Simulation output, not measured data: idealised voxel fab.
Presented below is a process module, voxel transistor to metal.
It is cross-section cut that appears here, measuring 175 nm in width, its square cells being 5 nm in size.
Throughout this document, each cross-section is represented as a grid of square cells and is presented as a sequence of bands enumerated from the top downward, where a band comprises one or more rows of cells.
Heights first: top, then bottom, in nm. Then materials, left to right, each with a width in nm. "full width" on a single material: fills the band edge to edge. "empty": empty space.
Heads up on the height convention: 0 is the point under which the incoming wafer is all one material, and the lowest band has no bottom, it just keeps going down, like "top 0, no bottom".
Width "30..40": first value at the band's top row of cells, second value at its bottom row, equal change from row to row.
Take "identical to before" at face value: in the step it is given for, the cross-section changed in none of its cells.
Enclosed voids (no open way to top), threshold 8 cells or more, entry "Fully sealed cavities", notation width x height at distance, distance from left edge, nm.
Post-settings text on a step line: simulator's own remark regarding the step.
overlay nm: how far to the right of its planned place the mask lay on this masked step (negative: to the left).
Pairs, read this way: before one process step on the one hand, after it on the other, the after cross-section ending at the lowest band that changed; the step between, settings included, beneath. Same starting wafer throughout, but possibly different runs of this module, so no pair continues from the pair above unless its entry headed "Ex-ante state" says so.
# Ex-ante state
    top 0, no bottom = Si full width
    Fully sealed cavities: none
# Post-Step Geometry
    top 0, bottom -5 = SiO2 full width
    Everything under -5 stays put, no change at all.
    Fully sealed cavities: none
As a process note, the step between the before and after cross-sections shown above is OXIDIZE with depth nm 5
Ex-ante state: as shown after the step in the preceding pair, directly above.
# Post-Step Geometry
    top 15, bottom 0 = SiN full width
    Everything under 0 stays put, no change at all.
    Fully sealed cavities: none
As a process note, the step between the before and after cross-sections shown above is CONFORMAL_DEP with material SiN, thk nm 15
Ex-ante state: as shown after the step in the preceding pair, directly above.
# Post-Step Geometry
    top 15, bottom 0 = 35 nm empty; 105 nm SiN; 35 nm empty
    Everything under 0 stays put, no change at all.
    Fully sealed cavities: none
As a process note, the step between the before and after cross-sections shown above is MASKED_ETCH with tone cover, mask id ACTIVE, width nm 105, etch materials SiN, depth nm 15, overlay nm 0
Ex-ante state: as shown after the step in the preceding pair, directly above.
# Post-Step Geometry
    top 15, bottom 0 = 35 nm empty; 105 nm SiN; 35 nm empty
    top 0, bottom -5 = 35 nm empty; 105 nm SiO2; 35 nm empty
    Everything under -5 stays put, no change at all.
    Fully sealed cavities: none
As a process note, the step between the before and after cross-sections shown above is MASKED_ETCH with tone cover, mask id ACTIVE, width nm 105, etch materials SiO2, depth nm 5, overlay nm 0
Ex-ante state: as shown after the step in the preceding pair, directly above.
# Post-Step Geometry
    top 15, bottom 0 = 35 nm empty; 105 nm SiN; 35 nm empty
    top 0, bottom -5 = 35 nm empty; 105 nm SiO2; 35 nm empty
    top -5, bottom -30 = 35 nm empty; 105 nm Si; 35 nm empty
    Everything under -30 stays put, no change at all.
    Fully sealed cavities: none
As a process note, the step between the before and after cross-sections shown above is MASKED_ETCH with tone cover, mask id ACTIVE, width nm 105, etch materials Si, depth nm 25, overlay nm 0
Ex-ante state: as shown after the step in the preceding pair, directly above.
# Post-Step Geometry
    top 15, bottom 0 = 35 nm empty; 105 nm SiN; 35 nm empty
    top 0, bottom -5 = 35 nm empty; 105 nm SiO2; 35 nm empty
    top -5, bottom -30 = 35 nm empty; 5 nm SiO2; 95 nm Si; 5 nm SiO2; 35 nm empty
    top -30, bottom -35 = 40 nm SiO2; 95 nm Si; 40 nm SiO2
    Everything under -35 stays put, no change at all.
    Fully sealed cavities: none
As a process note, the step between the before and after cross-sections shown above is OXIDIZE with depth nm 5
Ex-ante state: as shown after the step in the preceding pair, directly above.
# Post-Step Geometry
    top 20, bottom 15 = SiO2 full width
    top 15, bottom 0 = 35 nm SiO2; 105 nm SiN; 35 nm SiO2
    top 0, bottom -5 = SiO2 full width
    top -5, bottom -35 = 40 nm SiO2; 95 nm Si; 40 nm SiO2
    Everything under -35 stays put, no change at all.
    Fully sealed cavities: none
As a process note, the step between the before and after cross-sections shown above is FILL_DEP with material SiO2, thk nm 5
Ex-ante state: as shown after the step in the preceding pair, directly above.
# Post-Step Geometry
    top 15, bottom 0 = 35 nm SiO2; 105 nm SiN; 35 nm SiO2
    Everything under 0 stays put, no change at all.
    Fully sealed cavities: none
As a process note, the step between the before and after cross-sections shown above is CMP with height nm 15
Ex-ante state: as shown after the step in the preceding pair, directly above.
# Post-Step Geometry
    top 15, bottom 0 = 35 nm empty; 105 nm SiN; 35 nm empty
    Everything under 0 stays put, no change at all.
    Fully sealed cavities: none
As a process note, the step between the before and after cross-sections shown above is SELECTIVE_ETCH with etch materials SiO2, depth nm 15
Ex-ante state: as shown after the step in the preceding pair, directly above.
# Post-Step Geometry
    top 0, bottom -5 = SiO2 full width
    Everything under -5 stays put, no change at all.
    Fully sealed cavities: none
As a process note, the step between the before and after cross-sections shown above is STRIP with etch materials SiN
Ex-ante state: as shown after the step in the preceding pair, directly above.
# Post-Step Geometry
    top -5, bottom -35 = 40 nm SiO2; 95 nm Si; 40 nm SiO2
    Everything under -35 stays put, no change at all.
    Fully sealed cavities: none
As a process note, the step between the before and after cross-sections shown above is SELECTIVE_ETCH with etch materials SiO2, depth nm 5
Ex-ante state: as shown after the step in the preceding pair, directly above.
# Post-Step Geometry
    top -5, bottom -10 = SiO2 full width
    Everything under -10 stays put, no change at all.
    Fully sealed cavities: none
As a process note, the step between the before and after cross-sections shown above is OXIDIZE with depth nm 5
Ex-ante state: as shown after the step in the preceding pair, directly above.
# Post-Step Geometry
    top 15, bottom -5 = polySi full width
    Everything under -5 stays put, no change at all.
    Fully sealed cavities: none
As a process note, the step between the before and after cross-sections shown above is DIRECTIONAL_DEP with material polySi, thk nm 20
Ex-ante state: as shown after the step in the preceding pair, directly above.
# Post-Step Geometry
    top 25, bottom 15 = SiCN full width
    Everything under 15 stays put, no change at all.
    Fully sealed cavities: none
As a process note, the step between the before and after cross-sections shown above is DIRECTIONAL_DEP with material SiCN, thk nm 10
Ex-ante state: as shown after the step in the preceding pair, directly above.
# Post-Step Geometry
    top 40, bottom 25 = aC full width
    Everything under 25 stays put, no change at all.
    Fully sealed cavities: none
As a process note, the step between the before and after cross-sections shown above is DIRECTIONAL_DEP with material aC, thk nm 15
Ex-ante state: as shown after the step in the preceding pair, directly above.
# Post-Step Geometry
    top 75, bottom 40 = 70 nm empty; 35 nm resist; 70 nm empty
    Everything under 40 stays put, no change at all.
    Fully sealed cavities: none
As a process note, the step between the before and after cross-sections shown above is PATTERN with tone cover, mask id GATE, material resist, width nm 35, thk nm 35, overlay nm 0
Ex-ante state: as shown after the step in the preceding pair, directly above.
# Post-Step Geometry
    top 60, bottom 40 = 70 nm empty; 35 nm resist; 70 nm empty
    top 40, bottom 25 = 70 nm empty; 35 nm aC; 70 nm empty
    Everything under 25 stays put, no change at all.
    Fully sealed cavities: none
As a process note, the step between the before and after cross-sections shown above is DIRECTIONAL_ETCH with etch materials aC, depth nm 15
Ex-ante state: as shown after the step in the preceding pair, directly above.
# Post-Step Geometry
    top 40, bottom 25 = 70 nm empty; 35 nm aC; 70 nm empty
    Everything under 25 stays put, no change at all.
    Fully sealed cavities: none
As a process note, the step between the before and after cross-sections shown above is STRIP with etch materials resist
Ex-ante state: as shown after the step in the preceding pair, directly above.
# Post-Step Geometry
    top 40, bottom 25 = 70 nm empty; 35 nm aC; 70 nm empty
    top 25, bottom 15 = 70 nm empty; 35 nm SiCN; 70 nm empty
    Everything under 15 stays put, no change at all.
    Fully sealed cavities: none
As a process note, the step between the before and after cross-sections shown above is DIRECTIONAL_ETCH with etch materials SiCN, depth nm 20
Ex-ante state: as shown after the step in the preceding pair, directly above.
# Post-Step Geometry
    top 40, bottom 25 = 70 nm empty; 35 nm aC; 70 nm empty
    top 25, bottom 15 = 70 nm empty; 35 nm SiCN; 70 nm empty
    top 15, bottom -5 = 70 nm empty; 35 nm polySi; 70 nm empty
    Everything under -5 stays put, no change at all.
    Fully sealed cavities: none
As a process note, the step between the before and after cross-sections shown above is DIRECTIONAL_ETCH with etch materials polySi, depth nm 30
Ex-ante state: as shown after the step in the preceding pair, directly above.
# Post-Step Geometry
    top 25, bottom 15 = 70 nm empty; 35 nm SiCN; 70 nm empty
    Everything under 15 stays put, no change at all.
    Fully sealed cavities: none
As a process note, the step between the before and after cross-sections shown above is STRIP with etch materials aC
Ex-ante state: as shown after the step in the preceding pair, directly above.
# Post-Step Geometry
    top 30, bottom 25 = 65 nm empty; 45 nm SiN; 65 nm empty
    top 25, bottom 15 = 65 nm empty; 5 nm SiN; 35 nm SiCN; 5 nm SiN; 65 nm empty
    top 15, bottom 0 = 65 nm empty; 5 nm SiN; 35 nm polySi; 5 nm SiN; 65 nm empty
    top 0, bottom -5 = 70 nm SiN; 35 nm polySi; 70 nm SiN
    Everything under -5 stays put, no change at all.
    Fully sealed cavities: none
As a process note, the step between the before and after cross-sections shown above is CONFORMAL_DEP with material SiN, thk nm 5
Ex-ante state: as shown after the step in the preceding pair, directly above.
# Post-Step Geometry
    top 25, bottom 15 = 65 nm empty; 5 nm SiN; 35 nm SiCN; 5 nm SiN; 65 nm empty
    top 15, bottom -5 = 65 nm empty; 5 nm SiN; 35 nm polySi; 5 nm SiN; 65 nm empty
    Everything under -5 stays put, no change at all.
    Fully sealed cavities: none
As a process note, the step between the before and after cross-sections shown above is DIRECTIONAL_ETCH with etch materials SiN, depth nm 5
Ex-ante state: as shown after the step in the preceding pair, directly above.
# Post-Step Geometry
    top 25, bottom 15 = 65 nm empty; 5 nm SiN; 35 nm SiCN; 5 nm SiN; 65 nm empty
    top 15, bottom -5 = 65 nm empty; 5 nm SiN; 35 nm polySi; 5 nm SiN; 65 nm empty
    top -5, bottom -10 = 65 nm empty; 45 nm SiO2; 65 nm empty
    Everything under -10 stays put, no change at all.
    Fully sealed cavities: none
As a process note, the step between the before and after cross-sections shown above is DIRECTIONAL_ETCH with etch materials SiO2, depth nm 5
Ex-ante state: as shown after the step in the preceding pair, directly above.
# Post-Step Geometry
    top 25, bottom 15 = 65 nm empty; 5 nm SiN; 35 nm SiCN; 5 nm SiN; 65 nm empty
    top 15, bottom -5 = 65 nm empty; 5 nm SiN; 35 nm polySi; 5 nm SiN; 65 nm empty
    top -5, bottom -10 = 65 nm empty; 45 nm SiO2; 65 nm empty
    top -10, bottom -20 = 40 nm SiO2; 25 nm empty; 45 nm Si; 25 nm empty; 40 nm SiO2
    Everything under -20 stays put, no change at all.
    Fully sealed cavities: none
As a process note, the step between the before and after cross-sections shown above is DIRECTIONAL_ETCH with etch materials Si, depth nm 10
Ex-ante state: as shown after the step in the preceding pair, directly above.
# Post-Step Geometry
    top 25, bottom 15 = 65 nm empty; 5 nm SiN; 35 nm SiCN; 5 nm SiN; 65 nm empty
    top 15, bottom 5 = 65 nm empty; 5 nm SiN; 35 nm polySi; 5 nm SiN; 65 nm empty
    top 5, bottom -5 = 50 nm empty; 15 nm SiGe; 5 nm SiN; 35 nm polySi; 5 nm SiN; 15 nm SiGe; 50 nm empty
    top -5, bottom -10 = 35 nm empty; 30 nm SiGe; 45 nm SiO2; 30 nm SiGe; 35 nm empty
    top -10, bottom -20 = 40 nm SiO2; 25 nm SiGe; 45 nm Si; 25 nm SiGe; 40 nm SiO2
    Everything under -20 stays put, no change at all.
    Fully sealed cavities: none
As a process note, the step between the before and after cross-sections shown above is EPI with material SiGe, thk nm 15
Ex-ante state: as shown after the step in the preceding pair, directly above.
# Post-Step Geometry
    top 30, bottom 25 = SiO2 full width
    top 25, bottom 15 = 65 nm SiO2; 5 nm SiN; 35 nm SiCN; 5 nm SiN; 65 nm SiO2
    top 15, bottom 5 = 65 nm SiO2; 5 nm SiN; 35 nm polySi; 5 nm SiN; 65 nm SiO2
    top 5, bottom -5 = 50 nm SiO2; 15 nm SiGe; 5 nm SiN; 35 nm polySi; 5 nm SiN; 15 nm SiGe; 50 nm SiO2
    top -5, bottom -10 = 35 nm SiO2; 30 nm SiGe; 45 nm SiO2; 30 nm SiGe; 35 nm SiO2
    Everything under -10 stays put, no change at all.
    Fully sealed cavities: none
As a process note, the step between the before and after cross-sections shown above is FILL_DEP with material SiO2, thk nm 5
Ex-ante state: as shown after the step in the preceding pair, directly above.
# Post-Step Geometry
    top 15, bottom 5 = 65 nm SiO2; 5 nm SiN; 35 nm polySi; 5 nm SiN; 65 nm SiO2
    Everything under 5 stays put, no change at all.
    Fully sealed cavities: none
As a process note, the step between the before and after cross-sections shown above is CMP with height nm 15
Ex-ante state: as shown after the step in the preceding pair, directly above.
# Post-Step Geometry
    top 15, bottom 5 = 65 nm SiO2; 5 nm SiN; 35 nm empty; 5 nm SiN; 65 nm SiO2
    top 5, bottom -5 = 50 nm SiO2; 15 nm SiGe; 5 nm SiN; 35 nm empty; 5 nm SiN; 15 nm SiGe; 50 nm SiO2
    Everything under -5 stays put, no change at all.
    Fully sealed cavities: none
As a process note, the step between the before and after cross-sections shown above is STRIP with etch materials polySi
Ex-ante state: as shown after the step in the preceding pair, directly above.
# Post-Step Geometry
    top 15, bottom 10 = 65 nm empty; 5 nm SiN; 35 nm empty; 5 nm SiN; 65 nm empty
    top 10, bottom 5 = 65 nm SiO2; 5 nm SiN; 35 nm empty; 5 nm SiN; 65 nm SiO2
    top 5, bottom -5 = 50 nm SiO2; 15 nm SiGe; 5 nm SiN; 35 nm empty; 5 nm SiN; 15 nm SiGe; 50 nm SiO2
    top -5, bottom -10 = 35 nm SiO2; 30 nm SiGe; 45 nm empty; 30 nm SiGe; 35 nm SiO2
    Everything under -10 stays put, no change at all.
    Fully sealed cavities: none
As a process note, the step between the before and after cross-sections shown above is SELECTIVE_ETCH with etch materials SiO2, depth nm 5
Ex-ante state: as shown after the step in the preceding pair, directly above.
# Post-Step Geometry
    top 20, bottom 15 = 60 nm empty; 15 nm HfO2; 25 nm empty; 15 nm HfO2; 60 nm empty
    top 15, bottom 10 = 65 nm HfO2; 5 nm SiN; 5 nm HfO2; 25 nm empty; 5 nm HfO2; 5 nm SiN; 65 nm HfO2
    top 10, bottom 5 = 65 nm SiO2; 5 nm SiN; 5 nm HfO2; 25 nm empty; 5 nm HfO2; 5 nm SiN; 65 nm SiO2
    top 5, bottom -5 = 50 nm SiO2; 15 nm SiGe; 5 nm SiN; 5 nm HfO2; 25 nm empty; 5 nm HfO2; 5 nm SiN; 15 nm SiGe; 50 nm SiO2
    top -5, bottom -10 = 35 nm SiO2; 30 nm SiGe; 45 nm HfO2; 30 nm SiGe; 35 nm SiO2
    Everything under -10 stays put, no change at all.
    Fully sealed cavities: none
As a process note, the step between the before and after cross-sections shown above is CONFORMAL_DEP with material HfO2, thk nm 5
Ex-ante state: as shown after the step in the preceding pair, directly above.
# Post-Step Geometry
    top 25, bottom 20 = 55 nm empty; 25 nm TiN; 15 nm empty; 25 nm TiN; 55 nm empty
    top 20, bottom 15 = 60 nm TiN; 15 nm HfO2; 5 nm TiN; 15 nm empty; 5 nm TiN; 15 nm HfO2; 60 nm TiN
    top 15, bottom 10 = 65 nm HfO2; 5 nm SiN; 5 nm HfO2; 5 nm TiN; 15 nm empty; 5 nm TiN; 5 nm HfO2; 5 nm SiN; 65 nm HfO2
    top 10, bottom 5 = 65 nm SiO2; 5 nm SiN; 5 nm HfO2; 5 nm TiN; 15 nm empty; 5 nm TiN; 5 nm HfO2; 5 nm SiN; 65 nm SiO2
    top 5, bottom 0 = 50 nm SiO2; 15 nm SiGe; 5 nm SiN; 5 nm HfO2; 5 nm TiN; 15 nm empty; 5 nm TiN; 5 nm HfO2; 5 nm SiN; 15 nm SiGe; 50 nm SiO2
    top 0, bottom -5 = 50 nm SiO2; 15 nm SiGe; 5 nm SiN; 5 nm HfO2; 25 nm TiN; 5 nm HfO2; 5 nm SiN; 15 nm SiGe; 50 nm SiO2
    Everything under -5 stays put, no change at all.
    Fully sealed cavities: none
As a process note, the step between the before and after cross-sections shown above is CONFORMAL_DEP with material TiN, thk nm 5
Ex-ante state: as shown after the step in the preceding pair, directly above.
# Post-Step Geometry
    top 30, bottom 25 = W full width
    top 25, bottom 20 = 55 nm W; 25 nm TiN; 15 nm W; 25 nm TiN; 55 nm W
    top 20, bottom 15 = 60 nm TiN; 15 nm HfO2; 5 nm TiN; 15 nm W; 5 nm TiN; 15 nm HfO2; 60 nm TiN
    top 15, bottom 10 = 65 nm HfO2; 5 nm SiN; 5 nm HfO2; 5 nm TiN; 15 nm W; 5 nm TiN; 5 nm HfO2; 5 nm SiN; 65 nm HfO2
    top 10, bottom 5 = 65 nm SiO2; 5 nm SiN; 5 nm HfO2; 5 nm TiN; 15 nm W; 5 nm TiN; 5 nm HfO2; 5 nm SiN; 65 nm SiO2
    top 5, bottom 0 = 50 nm SiO2; 15 nm SiGe; 5 nm SiN; 5 nm HfO2; 5 nm TiN; 15 nm W; 5 nm TiN; 5 nm HfO2; 5 nm SiN; 15 nm SiGe; 50 nm SiO2
    Everything under 0 stays put, no change at all.
    Fully sealed cavities: none
As a process note, the step between the before and after cross-sections shown above is FILL_DEP with material W, thk nm 5
Ex-ante state: as shown after the step in the preceding pair, directly above.
# Post-Step Geometry
    top 10, bottom 5 = 65 nm SiO2; 5 nm SiN; 5 nm HfO2; 5 nm TiN; 15 nm W; 5 nm TiN; 5 nm HfO2; 5 nm SiN; 65 nm SiO2
    Everything under 5 stays put, no change at all.
    Fully sealed cavities: none
As a process note, the step between the before and after cross-sections shown above is CMP with height nm 10
Ex-ante state: as shown after the step in the preceding pair, directly above.
# Post-Step Geometry
    top 25, bottom 10 = SiO2 full width
    Everything under 10 stays put, no change at all.
    Fully sealed cavities: none
As a process note, the step between the before and after cross-sections shown above is DIRECTIONAL_DEP with material SiO2, thk nm 15
Ex-ante state: as shown after the step in the preceding pair, directly above.
# Post-Step Geometry
    top 25, bottom 10 = 40 nm SiO2; 15 nm empty; 65 nm SiO2; 15 nm empty; 40 nm SiO2
    top 10, bottom 5 = 40 nm SiO2; 15 nm empty; 10 nm SiO2; 5 nm SiN; 5 nm HfO2; 5 nm TiN; 15 nm W; 5 nm TiN; 5 nm HfO2; 5 nm SiN; 10 nm SiO2; 15 nm empty; 40 nm SiO2
    top 5, bottom 0 = 40 nm SiO2; 10 nm empty; 15 nm SiGe; 5 nm SiN; 5 nm HfO2; 5 nm TiN; 15 nm W; 5 nm TiN; 5 nm HfO2; 5 nm SiN; 15 nm SiGe; 10 nm empty; 40 nm SiO2
    top 0, bottom -5 = 40 nm SiO2; 10 nm empty; 15 nm SiGe; 5 nm SiN; 5 nm HfO2; 25 nm TiN; 5 nm HfO2; 5 nm SiN; 15 nm SiGe; 10 nm empty; 40 nm SiO2
    Everything under -5 stays put, no change at all.
    Fully sealed cavities: none
As a process note, the step between the before and after cross-sections shown above is MASKED_ETCH with tone open, mask id CONTACT, width nm 15, pitch nm 80, etch materials SiO2, depth nm 30, overlay nm 0
Ex-ante state: as shown after the step in the preceding pair, directly above.
# Post-Step Geometry
    top 30, bottom 25 = 45 nm TiN; 5 nm empty; 75 nm TiN; 5 nm empty; 45 nm TiN
    top 25, bottom 10 = 40 nm SiO2; 5 nm TiN; 5 nm empty; 5 nm TiN; 65 nm SiO2; 5 nm TiN; 5 nm empty; 5 nm TiN; 40 nm SiO2
    top 10, bottom 5 = 40 nm SiO2; 15 nm TiN; 10 nm SiO2; 5 nm SiN; 5 nm HfO2; 5 nm TiN; 15 nm W; 5 nm TiN; 5 nm HfO2; 5 nm SiN; 10 nm SiO2; 15 nm TiN; 40 nm SiO2
    top 5, bottom 0 = 40 nm SiO2; 10 nm TiN; 15 nm SiGe; 5 nm SiN; 5 nm HfO2; 5 nm TiN; 15 nm W; 5 nm TiN; 5 nm HfO2; 5 nm SiN; 15 nm SiGe; 10 nm TiN; 40 nm SiO2
    top 0, bottom -5 = 40 nm SiO2; 10 nm TiN; 15 nm SiGe; 5 nm SiN; 5 nm HfO2; 25 nm TiN; 5 nm HfO2; 5 nm SiN; 15 nm SiGe; 10 nm TiN; 40 nm SiO2
    Everything under -5 stays put, no change at all.
    Fully sealed cavities: none
As a process note, the step between the before and after cross-sections shown above is CONFORMAL_DEP with material TiN, thk nm 5
Ex-ante state: as shown after the step in the preceding pair, directly above.
# Post-Step Geometry
    top 35, bottom 30 = W full width
    top 30, bottom 25 = 45 nm TiN; 5 nm W; 75 nm TiN; 5 nm W; 45 nm TiN
    top 25, bottom 10 = 40 nm SiO2; 5 nm TiN; 5 nm W; 5 nm TiN; 65 nm SiO2; 5 nm TiN; 5 nm W; 5 nm TiN; 40 nm SiO2
    Everything under 10 stays put, no change at all.
    Fully sealed cavities: none
As a process note, the step between the before and after cross-sections shown above is FILL_DEP with material W, thk nm 5
Ex-ante state: as shown after the step in the preceding pair, directly above.
# Post-Step Geometry
    top 25, bottom 10 = 40 nm SiO2; 5 nm TiN; 5 nm W; 5 nm TiN; 65 nm SiO2; 5 nm TiN; 5 nm W; 5 nm TiN; 40 nm SiO2
    Everything under 10 stays put, no change at all.
    Fully sealed cavities: none
As a process note, the step between the before and after cross-sections shown above is CMP with height nm 25
Ex-ante state: as shown after the step in the preceding pair, directly above.
# Post-Step Geometry
    top 30, bottom 25 = TiN full width
    Everything under 25 stays put, no change at all.
    Fully sealed cavities: none
As a process note, the step between the before and after cross-sections shown above is DIRECTIONAL_DEP with material TiN, thk nm 5
Ex-ante state: as shown after the step in the preceding pair, directly above.
# Post-Step Geometry
    top 45, bottom 30 = W full width
    Everything under 30 stays put, no change at all.
    Fully sealed cavities: none
As a process note, the step between the before and after cross-sections shown above is DIRECTIONAL_DEP with material W, thk nm 15
Ex-ante state: as shown after the step in the preceding pair, directly above.
# Post-Step Geometry
    top 45, bottom 30 = 40 nm empty; 15 nm W; 65 nm empty; 15 nm W; 40 nm empty
    Everything under 30 stays put, no change at all.
    Fully sealed cavities: none
As a process note, the step between the before and after cross-sections shown above is MASKED_ETCH with tone cover, mask id METAL_1, width nm 15, pitch nm 80, etch materials W, depth nm 15, overlay nm 0
Ex-ante state: as shown after the step in the preceding pair, directly above.
# Post-Step Geometry
    top 45, bottom 30 = 40 nm empty; 15 nm W; 65 nm empty; 15 nm W; 40 nm empty
    top 30, bottom 25 = 40 nm empty; 15 nm TiN; 65 nm empty; 15 nm TiN; 40 nm empty
    Everything under 25 stays put, no change at all.
    Fully sealed cavities: none
As a process note, the step between the before and after cross-sections shown above is MASKED_ETCH with tone cover, mask id METAL_1, width nm 15, pitch nm 80, etch materials TiN, depth nm 5, overlay nm 0
Ex-ante state: as shown after the step in the preceding pair, directly above.
# Post-Step Geometry
    top 50, bottom 45 = 35 nm empty; 25 nm SiCN; 55 nm empty; 25 nm SiCN; 35 nm empty
    top 45, bottom 30 = 35 nm empty; 5 nm SiCN; 15 nm W; 5 nm SiCN; 55 nm empty; 5 nm SiCN; 15 nm W; 5 nm SiCN; 35 nm empty
    top 30, bottom 25 = 40 nm SiCN; 15 nm TiN; 65 nm SiCN; 15 nm TiN; 40 nm SiCN
    Everything under 25 stays put, no change at all.
    Fully sealed cavities: none
As a process note, the step between the before and after cross-sections shown above is CONFORMAL_DEP with material SiCN, thk nm 5
Ex-ante state: as shown after the step in the preceding pair, directly above.
# Post-Step Geometry
    top 55, bottom 50 = lowk full width
    top 50, bottom 45 = 35 nm lowk; 25 nm SiCN; 55 nm lowk; 25 nm SiCN; 35 nm lowk
    top 45, bottom 30 = 35 nm lowk; 5 nm SiCN; 15 nm W; 5 nm SiCN; 55 nm lowk; 5 nm SiCN; 15 nm W; 5 nm SiCN; 35 nm lowk
    Everything under 30 stays put, no change at all.
    Fully sealed cavities: none
As a process note, the step between the before and after cross-sections shown above is FILL_DEP with material lowk, thk nm 5
Ex-ante state: as shown after the step in the preceding pair, directly above.
# Post-Step Geometry
    top 45, bottom 30 = 35 nm lowk; 5 nm SiCN; 15 nm W; 5 nm SiCN; 55 nm lowk; 5 nm SiCN; 15 nm W; 5 nm SiCN; 35 nm lowk
    Everything under 30 stays put, no change at all.
    Fully sealed cavities: none
As a process note, the step between the before and after cross-sections shown above is CMP with height nm 45
Ex-ante state: as shown after the step in the preceding pair, directly above.
# Post-Step Geometry
    top 50, bottom 45 = SiCN full width
    Everything under 45 stays put, no change at all.
    Fully sealed cavities: none
As a process note, the step between the before and after cross-sections shown above is CONFORMAL_DEP with material SiCN, thk nm 5
Ex-ante state: as shown after the step in the preceding pair, directly above.
# Post-Step Geometry
    top 80, bottom 50 = SiO2 full width
    Everything under 50 stays put, no change at all.
    Fully sealed cavities: none
As a process note, the step between the before and after cross-sections shown above is DIRECTIONAL_DEP with material SiO2, thk nm 30
Ex-ante state: as shown after the step in the preceding pair, directly above.
# Post-Step Geometry
    top 95, bottom 80 = 40 nm resist; 15 nm empty; 65 nm resist; 15 nm empty; 40 nm resist
    Everything under 80 stays put, no change at all.
    Fully sealed cavities: none
As a process note, the step between the before and after cross-sections shown above is PATTERN with tone open, mask id METAL_2, material resist, width nm 15, pitch nm 80, thk nm 15, overlay nm 0
Ex-ante state: as shown after the step in the preceding pair, directly above.
# Post-Step Geometry
    top 95, bottom 80 = 40 nm resist; 15 nm empty; 65 nm resist; 15 nm empty; 40 nm resist
    top 80, bottom 65 = 40 nm SiO2; 15 nm empty; 65 nm SiO2; 15 nm empty; 40 nm SiO2
    Everything under 65 stays put, no change at all.
    Fully sealed cavities: none
As a process note, the step between the before and after cross-sections shown above is DIRECTIONAL_ETCH with etch materials SiO2, depth nm 15
Ex-ante state: as shown after the step in the preceding pair, directly above.
# Post-Step Geometry
    top 80, bottom 65 = 40 nm SiO2; 15 nm empty; 65 nm SiO2; 15 nm empty; 40 nm SiO2
    Everything under 65 stays put, no change at all.
    Fully sealed cavities: none
As a process note, the step between the before and after cross-sections shown above is STRIP with etch materials resist
Ex-ante state: as shown after the step in the preceding pair, directly above.
# Post-Step Geometry
    top 90, bottom 80 = 40 nm aC; 15 nm empty; 65 nm aC; 15 nm empty; 40 nm aC
    top 80, bottom 75 = 40 nm SiO2; 15 nm empty; 65 nm SiO2; 15 nm empty; 40 nm SiO2
    top 75, bottom 65 = 40 nm SiO2; 15 nm aC; 65 nm SiO2; 15 nm aC; 40 nm SiO2
    Everything under 65 stays put, no change at all.
    Fully sealed cavities: none
As a process note, the step between the before and after cross-sections shown above is DIRECTIONAL_DEP with material aC, thk nm 10
Ex-ante state: as shown after the step in the preceding pair, directly above.
# Post-Step Geometry
    top 120, bottom 90 = 40 nm resist; 15 nm empty; 65 nm resist; 15 nm empty; 40 nm resist
    Everything under 90 stays put, no change at all.
    Fully sealed cavities: none
As a process note, the step between the before and after cross-sections shown above is PATTERN with tone open, mask id METAL_2_HOLES, material resist, width nm 15, pitch nm 80, thk nm 30, overlay nm 0
Ex-ante state: as shown after the step in the preceding pair, directly above.
# Post-Step Geometry
    top 110, bottom 90 = 40 nm resist; 15 nm empty; 65 nm resist; 15 nm empty; 40 nm resist
    top 90, bottom 80 = 40 nm aC; 15 nm empty; 65 nm aC; 15 nm empty; 40 nm aC
    top 80, bottom 65 = 40 nm SiO2; 15 nm empty; 65 nm SiO2; 15 nm empty; 40 nm SiO2
    Everything under 65 stays put, no change at all.
    Fully sealed cavities: none
As a process note, the step between the before and after cross-sections shown above is DIRECTIONAL_ETCH with etch materials aC, depth nm 10
Ex-ante state: as shown after the step in the preceding pair, directly above.
# Post-Step Geometry
    top 90, bottom 80 = 40 nm aC; 15 nm empty; 65 nm aC; 15 nm empty; 40 nm aC
    Everything under 80 stays put, no change at all.
    Fully sealed cavities: none
As a process note, the step between the before and after cross-sections shown above is STRIP with etch materials resist
Ex-ante state: as shown after the step in the preceding pair, directly above.
# Post-Step Geometry
    top 90, bottom 80 = 40 nm aC; 15 nm empty; 65 nm aC; 15 nm empty; 40 nm aC
    top 80, bottom 50 = 40 nm SiO2; 15 nm empty; 65 nm SiO2; 15 nm empty; 40 nm SiO2
    Everything under 50 stays put, no change at all.
    Fully sealed cavities: none
As a process note, the step between the before and after cross-sections shown above is DIRECTIONAL_ETCH with etch materials SiO2, depth nm 15
Ex-ante state: as shown after the step in the preceding pair, directly above.
# Post-Step Geometry
    top 90, bottom 80 = 40 nm aC; 15 nm empty; 65 nm aC; 15 nm empty; 40 nm aC
    top 80, bottom 50 = 40 nm SiO2; 15 nm empty; 65 nm SiO2; 15 nm empty; 40 nm SiO2
    top 50, bottom 45 = 40 nm SiCN; 15 nm empty; 65 nm SiCN; 15 nm empty; 40 nm SiCN
    Everything under 45 stays put, no change at all.
    Fully sealed cavities: none
As a process note, the step between the before and after cross-sections shown above is DIRECTIONAL_ETCH with etch materials SiCN, depth nm 5
Ex-ante state: as shown after the step in the preceding pair, directly above.
# Post-Step Geometry
    top 80, bottom 50 = 40 nm SiO2; 15 nm empty; 65 nm SiO2; 15 nm empty; 40 nm SiO2
    Everything under 50 stays put, no change at all.
    Fully sealed cavities: none
As a process note, the step between the before and after cross-sections shown above is STRIP with etch materials aC
Ex-ante state: as shown after the step in the preceding pair, directly above.
# Post-Step Geometry
    top 85, bottom 80 = 45 nm TiN; 5 nm empty; 75 nm TiN; 5 nm empty; 45 nm TiN
    top 80, bottom 50 = 40 nm SiO2; 5 nm TiN; 5 nm empty; 5 nm TiN; 65 nm SiO2; 5 nm TiN; 5 nm empty; 5 nm TiN; 40 nm SiO2
    top 50, bottom 45 = 40 nm SiCN; 15 nm TiN; 65 nm SiCN; 15 nm TiN; 40 nm SiCN
    Everything under 45 stays put, no change at all.
    Fully sealed cavities: none
As a process note, the step between the before and after cross-sections shown above is CONFORMAL_DEP with material TiN, thk nm 5
Ex-ante state: as shown after the step in the preceding pair, directly above.
# Post-Step Geometry
    top 95, bottom 85 = Cu full width
    top 85, bottom 80 = 45 nm TiN; 5 nm Cu; 75 nm TiN; 5 nm Cu; 45 nm TiN
    top 80, bottom 50 = 40 nm SiO2; 5 nm TiN; 5 nm Cu; 5 nm TiN; 65 nm SiO2; 5 nm TiN; 5 nm Cu; 5 nm TiN; 40 nm SiO2
    Everything under 50 stays put, no change at all.
    Fully sealed cavities: none
As a process note, the step between the before and after cross-sections shown above is FILL_DEP with material Cu, thk nm 10
